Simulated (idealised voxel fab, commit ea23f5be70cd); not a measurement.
Process module heading - voxel self aligned vias
Section cut is 215 nm wide and gridded with 5 nm square cells.
Heads up, the way a cross-section reads in here is a grid of square cells, handed over as bands from the top down, with every band being one or more rows of cells.
In this notation a band is specified by the heights of its top and bottom, in that order and in nm, after which its materials appear from left to right, each paired with its width in nm. The word "everywhere" attached to a single material means that material fills the band from edge to edge; the word "air" stands for empty space.
Heights are reckoned from 0. Under this level, the received wafer is all of one material. The bottommost band is open-ended downward, for example "z 0 and below".
Width spec "30 to 40" -> top row of cells at first value, bottom row at second value, equal per-row change in between.
Where the words "nothing different" appear for a step, the cross-section shows no cell changed by that step; every cell remained as before.
Closed internal cavities: empty space of 8 cells or more with no open way to the top, each as width x height at its distance from the left edge, in nm
That trailing text on a step's line, after the settings, is the simulator's own remark on the step.
overlay nm: how far to the right of its planned place the mask lay on this masked step (negative: to the left).

-- plan
1: op RECEIVE | material Si
2: op CONFORMAL_DEP | material SiO2 | thk nm 10
3: op CONFORMAL_DEP | material SiCN | thk nm 5
4: op DIRECTIONAL_DEP | material lowk | thk nm 20
5: op MASKED_ETCH | tone open | mask id LINES | width nm 30 | pitch nm 60 | etch materials lowk | depth nm 20 | overlay nm 0
6: op CONFORMAL_DEP | material TiN | thk nm 5
7: op FILL_DEP | material W | thk nm 5
8: op CMP | height nm 35
9: op SELECTIVE_ETCH | etch materials W Ru TiN | depth nm 10
10: op FILL_DEP | material SiN | thk nm 10
11: op CMP | height nm 35
12: op DIRECTIONAL_DEP | material lowk | thk nm 20
13: op PATTERN | tone open | mask id VIAS | material resist | width nm 40 | pitch nm 60 | thk nm 15 | overlay nm 0
14: op DIRECTIONAL_ETCH | etch materials lowk | depth nm 20
15: op DIRECTIONAL_ETCH | etch materials SiN | depth nm 10
16: op STRIP | etch materials resist
17: op CONFORMAL_DEP | material TiN | thk nm 5
18: op FILL_DEP | material Cu | thk nm 10
19: op CMP | height nm 55
20: op CONFORMAL_DEP | material SiCN | thk nm 5

-- Cross-section of the wafer at receipt, which is the condition after step 1
    z 0 and below = Si everywhere
    Closed internal cavities: none

-- End-of-module XS, first of two wafers, run as planned
    z 60 to 55 = SiCN everywhere
    z 55 to 40 = 25 of lowk | 5 of TiN | 30 of Cu | 5 of TiN | 20 of lowk | 5 of TiN | 30 of Cu | 5 of TiN | 20 of lowk | 5 of TiN | 30 of Cu | 5 of TiN | 30 of lowk
    z 40 to 30 = 25 to 30 of lowk | 10 to 5 of TiN | 20 of Cu | 10 to 5 of TiN | 20 to 30 of lowk | 10 to 5 of TiN | 20 of Cu | 10 to 5 of TiN | 20 to 30 of lowk | 10 to 5 of TiN | 20 of Cu | 10 to 5 of TiN | 30 to 35 of lowk
    z 30 to 25 = 30 of lowk | 30 of TiN | 30 of lowk | 30 of TiN | 30 of lowk | 30 of TiN | 35 of lowk
    z 25 to 20 = 30 of lowk | 5 of TiN | 20 of W | 5 of TiN | 30 of lowk | 5 of TiN | 20 of W | 5 of TiN | 30 of lowk | 5 of TiN | 20 of W | 5 of TiN | 35 of lowk
    z 20 to 15 = 30 of lowk | 30 of TiN | 30 of lowk | 30 of TiN | 30 of lowk | 30 of TiN | 35 of lowk
    z 15 to 10 = SiCN everywhere
    z 10 to 0 = SiO2 everywhere
    z 0 and below = Si everywhere
    Closed internal cavities: none

-- This cross-section belongs to the second wafer of two at the end of the module; the start and the plan were shared with the first, and the run included one mistake
    z 60 to 55 = SiCN everywhere
    z 55 to 40 = 25 of lowk | 5 of TiN | 30 of Cu | 5 of TiN | 20 of lowk | 5 of TiN | 30 of Cu | 5 of TiN | 20 of lowk | 5 of TiN | 30 of Cu | 5 of TiN | 30 of lowk
    z 40 to 35 = 25 of lowk | 40 of TiN | 20 of lowk | 40 of TiN | 20 of lowk | 40 of TiN | 30 of lowk
    z 35 to 30 = SiCN everywhere
    z 30 to 10 = lowk everywhere
    z 10 to 0 = SiO2 everywhere
    z 0 and below = Si everywhere
    Closed internal cavities: none
The mistake made against the process plan was this: steps 3 and 4: order swapped relative to plan
Looking at both finished wafers in cells, the second ends up ahead of or behind the first on some materials: 24 fewer of Cu | 36 fewer of TiN | 12 fewer of W | 72 more of lowk
